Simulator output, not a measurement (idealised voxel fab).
voxel released beams: a process module
Cross-section cut spans 205 nm and uses square cells 5 nm in size.
In this document a cross-section is written as a grid of square cells. It is given as a series of bands, listed from the top down, and a band is one or more rows of cells.
Band: top height; bottom height; in nm. Then, left to right: material with width in nm, for each material. "edge to edge": a single material spanning edge to edge. "air": empty space.
Heads up on the height convention: 0 is the point under which the incoming wafer is all one material, and the lowest band has no bottom, it just keeps going down, like "from 0 down".
Width spec "30->40" -> top row of cells at first value, bottom row at second value, equal per-row change in between.
The cross-section has no changed cell in any step marked "no change".
Basically, "Closed cavity list" tells you about the enclosed voids: empty spaces with no open way to the top, 8 cells or bigger, each written width x height at distance, where distance is from the left edge, all in nm.
after a step's settings: what the simulator itself notes on the step
overlay nm: where the mask lay relative to plan, measured to the right, on steps with a mask; negatives go left.
-- The planned process steps are enumerated hereunder
1 RECEIVE,material Si
2 CONFORMAL_DEP,material SiN,thk nm 10
3 DIRECTIONAL_DEP,material SiO2,thk nm 15
4 DIRECTIONAL_DEP,material aC,thk nm 10
5 PATTERN,tone open,mask id ANCHOR,material resist,width nm 35,thk nm 25,overlay nm 0
6 DIRECTIONAL_ETCH,etch materials aC,depth nm 10
7 STRIP,etch materials resist
8 DIRECTIONAL_ETCH,etch materials SiO2,depth nm 15
9 STRIP,etch materials aC
10 CONFORMAL_DEP,material TiN,thk nm 15
11 MASKED_ETCH,tone cover,mask id BEAM,width nm 80,etch materials TiN,depth nm 15,overlay nm 0
12 STRIP,etch materials SiO2
-- So this is the incoming wafer in cross-section - it's already been through step 1
from 0 down = Si edge to edge
Closed cavity list: none
-- Post-module cross-section: identical start and plan to those above, one misstep in execution
from 40 to 25 = air (70); TiN (10); air (5); TiN (65); air (55)
from 25 to 10 = air (65); TiN (35); air (105)
from 10 to 0 = SiN edge to edge
from 0 down = Si edge to edge
Closed cavity list: none
Where did the run depart from the plan? step 11 did not happen as planned, as run it was MASKED_ETCH,tone cover,mask id BEAM,width nm 80,etch materials TiN,depth nm 15,overlay nm 10
